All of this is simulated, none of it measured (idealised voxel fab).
Process module under the name voxel trench capacitor
It is cross-section cut that appears here, measuring 175 nm in width, its square cells being 5 nm in size.
We lay out every cross-section as a grid of square cells and spell it out in bands from the top down, where one band means one or more rows of cells. Band: top and bottom heights (nm) first, top before bottom; then materials from left to right, widths in nm. "full width" marks a sole material filling the band edge to edge. "blank" denotes empty space. Heights are expressed relative to 0, this being the level below which the as-received wafer comprises one material exclusively. The lowest band is unbounded in the downward direction and is denoted as in "0 and below". Width: "30 to 40" (first number = top row, second number = bottom row, same change from row to row of cells). You'll sometimes find "no modifications" written for a step, and that's the way of saying that nowhere in the cross-section did a cell change during that step. Closed-off voids of 8+ cells (no open route to the top) go in "Sealed void listing", written width x height at distance from the left edge, in nm. If you see something after the settings on a step's line, that's the simulator's own remark about that step. Among the settings permitted on a step's line is "overlay nm"; applied to a step with a mask, it specifies the extent to which the mask lay to the right of its planned position, whereas a negative figure signifies a position to the left.
Below is the list of planned process steps
- 1: RECEIVE,material Si
- 2: CONFORMAL_DEP,material SiN,thk nm 10
- 3: DIRECTIONAL_DEP,material aC,thk nm 15
- 4: PATTERN,tone open,mask id TRENCH,material resist,width nm 25,pitch nm 55,thk nm 35,overlay nm 0
- 5: DIRECTIONAL_ETCH,etch materials aC,depth nm 15
- 6: STRIP,etch materials resist
- 7: DIRECTIONAL_ETCH,etch materials SiN,depth nm 10
- 8: DIRECTIONAL_ETCH,etch materials Si,depth nm 25
- 9: STRIP,etch materials aC
- 10: CONFORMAL_DEP,material Al2O3,thk nm 5
- 11: CONFORMAL_DEP,material TiN,thk nm 5
- 12: FILL_DEP,material W,thk nm 10
- 13: CMP,height nm 10
Run as planned: first of two wafers
Cross-section of the incoming wafer, state after step 1
- 0 and below | Si full width
- Sealed void listing: none
Once step 2 is through, the wafer looks like this in cross-section
- 10 down to 0 | SiN full width
- Whatever lies below 0 is exactly as it was before.
Once step 3 is through, the wafer looks like this in cross-section
- 25 down to 10 | aC full width
- Whatever lies below 10 is exactly as it was before.
Once step 4 is through, the wafer looks like this in cross-section
- 60 down to 25 | resist: 45; blank: 25; resist: 30; blank: 25; resist: 50
- Whatever lies below 25 is exactly as it was before.
Once step 5 is through, the wafer looks like this in cross-section
- 45 down to 25 | resist: 45; blank: 25; resist: 30; blank: 25; resist: 50
- 25 down to 10 | aC: 45; blank: 25; aC: 30; blank: 25; aC: 50
- Whatever lies below 10 is exactly as it was before.
Once step 6 is through, the wafer looks like this in cross-section
- 25 down to 10 | aC: 45; blank: 25; aC: 30; blank: 25; aC: 50
- Whatever lies below 10 is exactly as it was before.
Once step 7 is through, the wafer looks like this in cross-section
- 25 down to 10 | aC: 45; blank: 25; aC: 30; blank: 25; aC: 50
- 10 down to 0 | SiN: 45; blank: 25; SiN: 30; blank: 25; SiN: 50
- Whatever lies below 0 is exactly as it was before.
Once step 8 is through, the wafer looks like this in cross-section
- 25 down to 10 | aC: 45; blank: 25; aC: 30; blank: 25; aC: 50
- 10 down to 0 | SiN: 45; blank: 25; SiN: 30; blank: 25; SiN: 50
- 0 down to -25 | Si: 45; blank: 25; Si: 30; blank: 25; Si: 50
- Whatever lies below -25 is exactly as it was before.
Once step 9 is through, the wafer looks like this in cross-section
- 10 down to 0 | SiN: 45; blank: 25; SiN: 30; blank: 25; SiN: 50
- Whatever lies below 0 is exactly as it was before.
Once step 10 is through, the wafer looks like this in cross-section
- 15 down to 10 | Al2O3: 50; blank: 15; Al2O3: 40; blank: 15; Al2O3: 55
- 10 down to 0 | SiN: 45; Al2O3: 5; blank: 15; Al2O3: 5; SiN: 30; Al2O3: 5; blank: 15; Al2O3: 5; SiN: 50
- 0 down to -20 | Si: 45; Al2O3: 5; blank: 15; Al2O3: 5; Si: 30; Al2O3: 5; blank: 15; Al2O3: 5; Si: 50
- -20 down to -25 | Si: 45; Al2O3: 25; Si: 30; Al2O3: 25; Si: 50
- Whatever lies below -25 is exactly as it was before.
Once step 11 is through, the wafer looks like this in cross-section
- 20 down to 15 | TiN: 55; blank: 5; TiN: 50; blank: 5; TiN: 60
- 15 down to 10 | Al2O3: 50; TiN: 5; blank: 5; TiN: 5; Al2O3: 40; TiN: 5; blank: 5; TiN: 5; Al2O3: 55
- 10 down to 0 | SiN: 45; Al2O3: 5; TiN: 5; blank: 5; TiN: 5; Al2O3: 5; SiN: 30; Al2O3: 5; TiN: 5; blank: 5; TiN: 5; Al2O3: 5; SiN: 50
- 0 down to -15 | Si: 45; Al2O3: 5; TiN: 5; blank: 5; TiN: 5; Al2O3: 5; Si: 30; Al2O3: 5; TiN: 5; blank: 5; TiN: 5; Al2O3: 5; Si: 50
- -15 down to -20 | Si: 45; Al2O3: 5; TiN: 15; Al2O3: 5; Si: 30; Al2O3: 5; TiN: 15; Al2O3: 5; Si: 50
- Whatever lies below -20 is exactly as it was before.
Once step 12 is through, the wafer looks like this in cross-section
- 30 down to 20 | W full width
- 20 down to 15 | TiN: 55; W: 5; TiN: 50; W: 5; TiN: 60
- 15 down to 10 | Al2O3: 50; TiN: 5; W: 5; TiN: 5; Al2O3: 40; TiN: 5; W: 5; TiN: 5; Al2O3: 55
- 10 down to 0 | SiN: 45; Al2O3: 5; TiN: 5; W: 5; TiN: 5; Al2O3: 5; SiN: 30; Al2O3: 5; TiN: 5; W: 5; TiN: 5; Al2O3: 5; SiN: 50
- 0 down to -15 | Si: 45; Al2O3: 5; TiN: 5; W: 5; TiN: 5; Al2O3: 5; Si: 30; Al2O3: 5; TiN: 5; W: 5; TiN: 5; Al2O3: 5; Si: 50
- Whatever lies below -15 is exactly as it was before.
Once step 13 is through, the wafer looks like this in cross-section
- 10 down to 0 | SiN: 45; Al2O3: 5; TiN: 5; W: 5; TiN: 5; Al2O3: 5; SiN: 30; Al2O3: 5; TiN: 5; W: 5; TiN: 5; Al2O3: 5; SiN: 50
- Whatever lies below 0 is exactly as it was before.
The second wafer: identical to the first at the outset and in its planned sequence, differing only in that one mistake was made during processing; up to and including step 7, its path is the first wafer's path
Cross-section of the second wafer when, according to plan, step 8 should have finished
- 25 down to 10 | aC: 45; blank: 25; aC: 30; blank: 25; aC: 50
- 10 down to 0 | SiN: 45; blank: 25; SiN: 30; blank: 25; SiN: 50
- 0 down to -50 | Si: 45; blank: 25; Si: 30; blank: 25; Si: 50
- Whatever lies below -50 is exactly as it was before.
Cross-section of the second wafer when, according to plan, step 9 should have finished
- 10 down to 0 | SiN: 45; blank: 25; SiN: 30; blank: 25; SiN: 50
- Whatever lies below 0 is exactly as it was before.
Cross-section of the second wafer when, according to plan, step 10 should have finished
- 15 down to 10 | Al2O3: 50; blank: 15; Al2O3: 40; blank: 15; Al2O3: 55
- 10 down to 0 | SiN: 45; Al2O3: 5; blank: 15; Al2O3: 5; SiN: 30; Al2O3: 5; blank: 15; Al2O3: 5; SiN: 50
- 0 down to -45 | Si: 45; Al2O3: 5; blank: 15; Al2O3: 5; Si: 30; Al2O3: 5; blank: 15; Al2O3: 5; Si: 50
- -45 down to -50 | Si: 45; Al2O3: 25; Si: 30; Al2O3: 25; Si: 50
- Whatever lies below -50 is exactly as it was before.
Cross-section of the second wafer when, according to plan, step 11 should have finished
- 20 down to 15 | TiN: 55; blank: 5; TiN: 50; blank: 5; TiN: 60
- 15 down to 10 | Al2O3: 50; TiN: 5; blank: 5; TiN: 5; Al2O3: 40; TiN: 5; blank: 5; TiN: 5; Al2O3: 55
- 10 down to 0 | SiN: 45; Al2O3: 5; TiN: 5; blank: 5; TiN: 5; Al2O3: 5; SiN: 30; Al2O3: 5; TiN: 5; blank: 5; TiN: 5; Al2O3: 5; SiN: 50
- 0 down to -40 | Si: 45; Al2O3: 5; TiN: 5; blank: 5; TiN: 5; Al2O3: 5; Si: 30; Al2O3: 5; TiN: 5; blank: 5; TiN: 5; Al2O3: 5; Si: 50
- -40 down to -45 | Si: 45; Al2O3: 5; TiN: 15; Al2O3: 5; Si: 30; Al2O3: 5; TiN: 15; Al2O3: 5; Si: 50
- Whatever lies below -45 is exactly as it was before.
Cross-section of the second wafer when, according to plan, step 12 should have finished
- 30 down to 20 | W full width
- 20 down to 15 | TiN: 55; W: 5; TiN: 50; W: 5; TiN: 60
- 15 down to 10 | Al2O3: 50; TiN: 5; W: 5; TiN: 5; Al2O3: 40; TiN: 5; W: 5; TiN: 5; Al2O3: 55
- 10 down to 0 | SiN: 45; Al2O3: 5; TiN: 5; W: 5; TiN: 5; Al2O3: 5; SiN: 30; Al2O3: 5; TiN: 5; W: 5; TiN: 5; Al2O3: 5; SiN: 50
- 0 down to -40 | Si: 45; Al2O3: 5; TiN: 5; W: 5; TiN: 5; Al2O3: 5; Si: 30; Al2O3: 5; TiN: 5; W: 5; TiN: 5; Al2O3: 5; Si: 50
- Whatever lies below -40 is exactly as it was before.
Cross-section of the second wafer when, according to plan, step 13 should have finished
- 10 down to 0 | SiN: 45; Al2O3: 5; TiN: 5; W: 5; TiN: 5; Al2O3: 5; SiN: 30; Al2O3: 5; TiN: 5; W: 5; TiN: 5; Al2O3: 5; SiN: 50
- Whatever lies below 0 is exactly as it was before.
Finding, execution versus plan: step 8 of the plan saw execution twice
FYI, end of process, the second wafer has more or fewer cells of some materials than the first: Al2O3 +20, Si -50, TiN +20, W +10
